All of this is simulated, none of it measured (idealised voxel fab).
Module name: voxel gate over fins (process module)
This is section cut - it's 295 nm across, gridded in 5 nm square cells.
The cross-sections in this document take the form of a grid made of square cells. They are written out as bands, in order from top to bottom. Each band consists of one or more rows of cells. Band entry format. Leading values: height of top, height of bottom, nm. Remainder: materials in left-to-right order, each with its width in nm. Special words: "throughout" on a single material, which then fills the band edge to edge; "empty", empty space. A quick word on heights: they are counted from 0, and under that level the wafer as it came to us is one material throughout. The lowest band is different from the rest in having no bottom; it simply continues downward, written as in "0 down". Width spec "30..40" -> top row of cells at first value, bottom row at second value, equal per-row change in between. Given "no modifications" for a step, no cell of the cross-section differs between before and after that step. "Enclosed void entries" contains a list of empty spaces, each no smaller than 8 cells and without an open way to the top, written in the form width x height at distance with the distance from the left edge and all three in nm. Step line, after settings: the simulator's comment on this step. The optional step-line setting "overlay nm" applies to steps with a mask and quantifies how far to the right of its planned location the mask lay, a negative value indicating leftward placement.
Below is the list of planned process steps
1 RECEIVE, material Si
2 CONFORMAL_DEP, material SiN, thk nm 10
3 MASKED_ETCH, tone cover, mask id FINS, width nm 15, pitch nm 55, etch materials SiN, depth nm 10, overlay nm 0
4 MASKED_ETCH, tone cover, mask id FINS, width nm 15, pitch nm 55, etch materials Si, depth nm 30, overlay nm 0
5 OXIDIZE, depth nm 5
6 FILL_DEP, material SiO2, thk nm 5
7 CMP, height nm 10
8 MASKED_ETCH, tone open, mask id RAIL, width nm 15, etch materials SiO2, depth nm 35, overlay nm 0
9 CONFORMAL_DEP, material TiN, thk nm 5
10 FILL_DEP, material W, thk nm 10
11 CMP, height nm 10
12 SELECTIVE_ETCH, etch materials W Ru TiN, depth nm 30
13 FILL_DEP, material SiO2, thk nm 5
14 CMP, height nm 10
15 SELECTIVE_ETCH, etch materials SiO2, depth nm 25
16 STRIP, etch materials SiN
17 CONFORMAL_DEP, material HfO2, thk nm 5
18 CONFORMAL_DEP, material TiN, thk nm 5
19 FILL_DEP, material W, thk nm 10
20 CMP, height nm 15
21 CONFORMAL_DEP, material SiN, thk nm 5
Cross-section of the wafer at receipt, which is the condition after step 1
- 0 down = Si throughout
- Enclosed void entries: none
Cross-section: first of two wafers, module finished, run according to plan
- 20 to 15 = SiN throughout
- 15 to 10 = W throughout
- 10 to 5 = W 105 nm  TiN 25 nm  W 30 nm  TiN 25 nm  W 110 nm
- 5 to 0 = W 105 nm  TiN 5 nm  HfO2 15 nm  TiN 5 nm  W 30 nm  TiN 5 nm  HfO2 15 nm  TiN 5 nm  W 110 nm
- 0 to -5 = W 105 nm  TiN 5 nm  HfO2 5 nm  Si 5 nm  HfO2 5 nm  TiN 5 nm  W 30 nm  TiN 5 nm  HfO2 5 nm  Si 5 nm  HfO2 5 nm  TiN 5 nm  W 110 nm
- -5 to -10 = TiN 110 nm  HfO2 5 nm  Si 5 nm  HfO2 5 nm  TiN 40 nm  HfO2 5 nm  Si 5 nm  HfO2 5 nm  TiN 115 nm
- -10 to -15 = HfO2 115 nm  Si 5 nm  HfO2 50 nm  Si 5 nm  HfO2 120 nm
- -15 to -20 = SiO2 115 nm  Si 5 nm  SiO2 50 nm  Si 5 nm  SiO2 120 nm
- -20 to -25 = SiO2 115 nm  Si 5 nm  SiO2 15 nm  TiN 15 nm  SiO2 20 nm  Si 5 nm  SiO2 120 nm
- -25 to -35 = SiO2 115 nm  Si 5 nm  SiO2 50 nm  Si 5 nm  SiO2 120 nm
- -35 down = Si throughout
- Enclosed void entries: none
Cross-section at end of module for the second wafer of two, which matched the first in starting point and plan and differed by one mistake in its processing
- 20 to 15 = SiN throughout
- 15 to 10 = W throughout
- 10 to 5 = TiN 115 nm  W 5 nm  TiN 50 nm  W 5 nm  TiN 120 nm
- 5 to 0 = HfO2 110 nm  TiN 15 nm  HfO2 40 nm  TiN 15 nm  HfO2 115 nm
- 0 to -5 = Si 105 nm  HfO2 25 nm  Si 30 nm  HfO2 25 nm  Si 110 nm
- -5 down = Si throughout
- Enclosed void entries: none
The mistake made against the process plan was this: in deviation from the planned setting, step 3 was conducted as MASKED_ETCH, tone open, mask id FINS, width nm 15, pitch nm 55, etch materials SiN, depth nm 10, overlay nm 0
Looking at both finished wafers in cells, the second ends up ahead of or behind the first on some materials: -8 HfO2 | +389 Si | -225 SiO2 | -11 TiN | -145 W
